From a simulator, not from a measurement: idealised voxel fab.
Process module in this document: voxel fin reveal
It is cross-section cut that appears here, measuring 260 nm in width, its square cells being 5 nm in size.
Just so we're on the same page, the cross-sections are grids of square cells, and they're listed out in bands top to bottom, each band one or more rows deep. Within each band entry, the heights of the top and of the bottom of the band appear first, in that order and in nm; the materials of the band then follow from left to right, each with its corresponding width in nm. The designation "all across" on a single material indicates that it fills the band from edge to edge; the designation "empty" indicates empty space. Below 0: as-received wafer, all one material; heights counted from there. Lowest band: no bottom, goes on down, written "z 0 and below". The two numbers in a width such as "30..40" mark its ends across the band: the first belongs to the top row of cells, the second to the bottom row, and from each row to the next the width moves by the same amount. "no alteration" after a step means that no cell of the cross-section changed. "Enclosed void entries" specifies each empty space that is not open to the top and that occupies no fewer than 8 cells, using the form width x height at distance, the distance measured from the left edge and all three quantities in nm. Whatever follows a step's settings on its line is a remark the simulator itself makes about that step. Each step line may optionally specify "overlay nm", which for a step with a mask gives the rightward distance between the mask's planned place and where it lay, a negative value indicating the leftward direction.
**List of planned process steps**
- 1: RECEIVE: material Si
- 2: CONFORMAL_DEP: material SiN, thk nm 10
- 3: PATTERN: tone cover, mask id FINS, material resist, width nm 15, pitch nm 35, thk nm 20, overlay nm 0
- 4: DIRECTIONAL_ETCH: etch materials SiN, depth nm 10
- 5: DIRECTIONAL_ETCH: etch materials Si, depth nm 30
- 6: STRIP: etch materials resist
- 7: OXIDIZE: depth nm 5
- 8: FILL_DEP: material SiO2, thk nm 10
- 9: CMP: height nm 10
- 10: SELECTIVE_ETCH: etch materials SiO2, depth nm 25
- 11: STRIP: etch materials SiN
**Concerning the first of two wafers, which was run in accordance with the plan**
**This is the cross-section of the wafer as we received it, i.e. after step 1**
> z 0 and below = Si all across
> Enclosed void entries: none
**Cross-sectional representation of the wafer at the conclusion of step 2**
> z 10 to 0 = SiN all across
> All layers under 0 are left as they were.
**Cross-sectional representation of the wafer at the conclusion of step 3**
> z 30 to 10 = empty=70 / resist=15 / empty=20 / resist=15 / empty=20 / resist=15 / empty=20 / resist=15 / empty=70
> All layers under 10 are left as they were.
**Cross-sectional representation of the wafer at the conclusion of step 4**
> z 30 to 10 = empty=70 / resist=15 / empty=20 / resist=15 / empty=20 / resist=15 / empty=20 / resist=15 / empty=70
> z 10 to 0 = empty=70 / SiN=15 / empty=20 / SiN=15 / empty=20 / SiN=15 / empty=20 / SiN=15 / empty=70
> All layers under 0 are left as they were.
**Cross-sectional representation of the wafer at the conclusion of step 5**
> z 30 to 10 = empty=70 / resist=15 / empty=20 / resist=15 / empty=20 / resist=15 / empty=20 / resist=15 / empty=70
> z 10 to 0 = empty=70 / SiN=15 / empty=20 / SiN=15 / empty=20 / SiN=15 / empty=20 / SiN=15 / empty=70
> z 0 to -30 = empty=70 / Si=15 / empty=20 / Si=15 / empty=20 / Si=15 / empty=20 / Si=15 / empty=70
> All layers under -30 are left as they were.
**Cross-sectional representation of the wafer at the conclusion of step 6**
> z 10 to 0 = empty=70 / SiN=15 / empty=20 / SiN=15 / empty=20 / SiN=15 / empty=20 / SiN=15 / empty=70
> All layers under 0 are left as they were.
**Cross-sectional representation of the wafer at the conclusion of step 7**
> z 10 to 0 = empty=70 / SiN=15 / empty=20 / SiN=15 / empty=20 / SiN=15 / empty=20 / SiN=15 / empty=70
> z 0 to -30 = empty=70 / SiO2=5 / Si=5 / SiO2=5 / empty=20 / SiO2=5 / Si=5 / SiO2=5 / empty=20 / SiO2=5 / Si=5 / SiO2=5 / empty=20 / SiO2=5 / Si=5 / SiO2=5 / empty=70
> z -30 to -35 = SiO2=75 / Si=5 / SiO2=30 / Si=5 / SiO2=30 / Si=5 / SiO2=30 / Si=5 / SiO2=75
> All layers under -35 are left as they were.
**Cross-sectional representation of the wafer at the conclusion of step 8**
> z 20 to 10 = SiO2 all across
> z 10 to 0 = SiO2=70 / SiN=15 / SiO2=20 / SiN=15 / SiO2=20 / SiN=15 / SiO2=20 / SiN=15 / SiO2=70
> z 0 to -35 = SiO2=75 / Si=5 / SiO2=30 / Si=5 / SiO2=30 / Si=5 / SiO2=30 / Si=5 / SiO2=75
> All layers under -35 are left as they were.
**Cross-sectional representation of the wafer at the conclusion of step 9**
> z 10 to 0 = SiO2=70 / SiN=15 / SiO2=20 / SiN=15 / SiO2=20 / SiN=15 / SiO2=20 / SiN=15 / SiO2=70
> All layers under 0 are left as they were.
**Cross-sectional representation of the wafer at the conclusion of step 10**
> z 10 to 0 = empty=70 / SiN=15 / empty=20 / SiN=15 / empty=20 / SiN=15 / empty=20 / SiN=15 / empty=70
> z 0 to -15 = empty=75 / Si=5 / empty=30 / Si=5 / empty=30 / Si=5 / empty=30 / Si=5 / empty=75
> All layers under -15 are left as they were.
**Cross-sectional representation of the wafer at the conclusion of step 11**
> z 0 to -15 = empty=75 / Si=5 / empty=30 / Si=5 / empty=30 / Si=5 / empty=30 / Si=5 / empty=75
> All layers under -15 are left as they were.
**What follows concerns the second wafer, which started out like the first and was meant to follow the very same plan; one mistake crept in when it was run, but everything up to and including step 9 is the same as for the first wafer**
**Cross-section of the second wafer at the time by which step 10 should have been completed according to the plan**
> z 10 to 0 = SiO2=70 / empty=15 / SiO2=20 / empty=15 / SiO2=20 / empty=15 / SiO2=20 / empty=15 / SiO2=70
> All layers under 0 are left as they were.
**Cross-section of the second wafer at the time by which step 11 should have been completed according to the plan**
> z 0 to -15 = empty=75 / Si=5 / empty=30 / Si=5 / empty=30 / Si=5 / empty=30 / Si=5 / empty=75
> z -15 to -25 = SiO2=45 / empty=30 / Si=5 / empty=30 / Si=5 / empty=30 / Si=5 / empty=30 / Si=5 / empty=30 / SiO2=45
> All layers under -25 are left as they were.
What was the processing mistake? the executed order of steps 10 and 11 is the reverse of that specified in the plan, each step having taken the other's position
End of process, cell counts, second wafer against first, materials with more or fewer: SiO2: 60 fewer
